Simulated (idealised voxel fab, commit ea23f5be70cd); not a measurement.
The following is a process module called voxel released beams.
Pictured: cross-section cut, 275 nm wide, on a grid of 5 nm square cells.
Heads up, the way a cross-section reads in here is a grid of square cells, handed over as bands from the top down, with every band being one or more rows of cells. Read a band's entry like this: the first values are the height of its top and the height of its bottom in nm, and what follows is the sequence of materials from left to right, each with its width in nm. Note that "empty" is empty space, and that a single material marked "throughout" reaches across the band from edge to edge. All heights in this document are referenced to 0, defined as the level beneath which the wafer, as received, consists entirely of one material. The lowest band is not bounded below; it extends indefinitely downward and is written in the form "from 0 down". Note: "30->40" means the width goes from the first number (top row of the band) to the second number (bottom row) in equal steps per row of cells. "identical to before" -> step changed no cross-section cell. The entry "Trapped voids" lists the empty spaces that cover at least 8 cells and have no open path to the top. Each is written as width x height at distance, where the distance is measured from the left edge and all three values are in nm. Anything after a step's settings on that line? It's the simulator's own note about the step. The optional step-line setting "overlay nm" applies to steps with a mask and quantifies how far to the right of its planned location the mask lay, a negative value indicating leftward placement.
### The process steps that were planned are listed below
1,RECEIVE,material Si
2,CONFORMAL_DEP,material Al2O3,thk nm 5
3,DIRECTIONAL_DEP,material SiO2,thk nm 10
4,DIRECTIONAL_DEP,material aC,thk nm 15
5,PATTERN,tone open,mask id ANCHOR,material resist,width nm 45,thk nm 35,overlay nm 0
6,DIRECTIONAL_ETCH,etch materials aC,depth nm 15
7,STRIP,etch materials resist
8,DIRECTIONAL_ETCH,etch materials SiO2,depth nm 10
9,STRIP,etch materials aC
10,CONFORMAL_DEP,material polySi,thk nm 15
11,PATTERN,tone cover,mask id BEAM,material resist,width nm 95,thk nm 20,overlay nm 0
12,DIRECTIONAL_ETCH,etch materials polySi,depth nm 15
13,STRIP,etch materials resist
14,STRIP,etch materials SiO2
### Cross-section of the wafer at receipt, which is the condition after step 1
	from 0 down = Si throughout
	Trapped voids: none
### Module complete - cross-section of the first of two wafers, run according to plan
	from 30 to 20 = 85 empty, then 20 polySi, then 15 empty, then 60 polySi, then 95 empty
	from 20 to 15 = 85 empty, then 95 polySi, then 95 empty
	from 15 to 5 = 90 empty, then 45 polySi, then 140 empty
	from 5 to 0 = Al2O3 throughout
	from 0 down = Si throughout
	Trapped voids: none
### Here is the second of the two wafers cut open at the end of the module - same start, same plan as the first one, but we made one mistake running it
	from 30 to 20 = 85 empty, then 25 polySi, then 15 empty, then 55 polySi, then 95 empty
	from 20 to 15 = 85 empty, then 95 polySi, then 95 empty
	from 15 to 5 = 95 empty, then 45 polySi, then 135 empty
	from 5 to 0 = Al2O3 throughout
	from 0 down = Si throughout
	Trapped voids: none
In executing the process, a mistake was made relative to the plan: step 5 was processed under conditions differing from the plan, specifically as PATTERN,tone open,mask id ANCHOR,material resist,width nm 45,thk nm 35,overlay nm 5
End check, second vs first wafer: material counts in cells match, positions do not.
